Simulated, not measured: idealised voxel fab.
process module | voxel lift off
cross-section cut | 145 nm wide | cells 5 nm
A cross-section is a grid of square cells, given in bands from the top down. A band is one or more rows of cells.
Each band's line starts with the height of the band's top and of its bottom, in nm. Then come its materials from left to right, each with its width in nm. One material with "throughout" fills the band from edge to edge. "air" is empty space.
Height 0 is the level under which the wafer as received is all one material. The lowest band goes on downwards, as in "0 down".
A width such as "30 to 40" changes by the same amount from each row of cells to the next, from the band's top row to its bottom row.
"no change" after a step means that no cell of the cross-section changed.
closed voids: empty space of 8 cells or more with no open way to the top, each as width x height at its distance from the left edge, in nm
after a step's settings: what the simulator itself notes on the step
overlay nm, on a step with a mask: how far to the right of its planned place the mask lay; to the left if negative
plan
1 op RECEIVE | material Si
2 op CONFORMAL_DEP | material SiO2 | thk nm 15
3 op PATTERN | tone open | mask id LINES | material resist | width nm 20 | pitch nm 50 | thk nm 20 | overlay nm 0
4 op DIRECTIONAL_DEP | material Ru | thk nm 10
5 op STRIP | etch materials resist
6 op CONFORMAL_DEP | material SiN | thk nm 10
first wafer, as planned
as received, after step 1
  0 down: Si throughout
  closed voids: none
after step 2
  15 to 0: SiO2 throughout
  below 0: unchanged
after step 3
  35 to 15: resist 35 | air 20 | resist 30 | air 20 | resist 40
  below 15: unchanged
after step 4
  45 to 35: Ru 35 | air 20 | Ru 30 | air 20 | Ru 40
  35 to 25: resist 35 | air 20 | resist 30 | air 20 | resist 40
  25 to 15: resist 35 | Ru 20 | resist 30 | Ru 20 | resist 40
  below 15: unchanged
after step 5
  25 to 15: air 35 | Ru 20 | air 30 | Ru 20 | air 40
  below 15: unchanged
after step 6
  35 to 25: air 25 | SiN 40 | air 10 | SiN 40 | air 30
  25 to 15: SiN 35 | Ru 20 | SiN 30 | Ru 20 | SiN 40
  below 15: unchanged
second wafer: like start, like plan, one mistake. Through step 1 it matches the first wafer
when step 2 should have ended
  15 to 0: SiN throughout
  below 0: unchanged
when step 3 should have ended
  35 to 15: resist 35 | air 20 | resist 30 | air 20 | resist 40
  below 15: unchanged
when step 4 should have ended
  45 to 35: Ru 35 | air 20 | Ru 30 | air 20 | Ru 40
  35 to 25: resist 35 | air 20 | resist 30 | air 20 | resist 40
  25 to 15: resist 35 | Ru 20 | resist 30 | Ru 20 | resist 40
  below 15: unchanged
when step 5 should have ended
  25 to 15: air 35 | Ru 20 | air 30 | Ru 20 | air 40
  below 15: unchanged
when step 6 should have ended
  35 to 25: air 25 | SiN 40 | air 10 | SiN 40 | air 30
  25 to 15: SiN 35 | Ru 20 | SiN 30 | Ru 20 | SiN 40
  below 15: unchanged
what went wrong: step 2 ran as: op CONFORMAL_DEP | material SiN | thk nm 15
at the end the second wafer has, in cells: 87 more of SiN | 87 fewer of SiO2
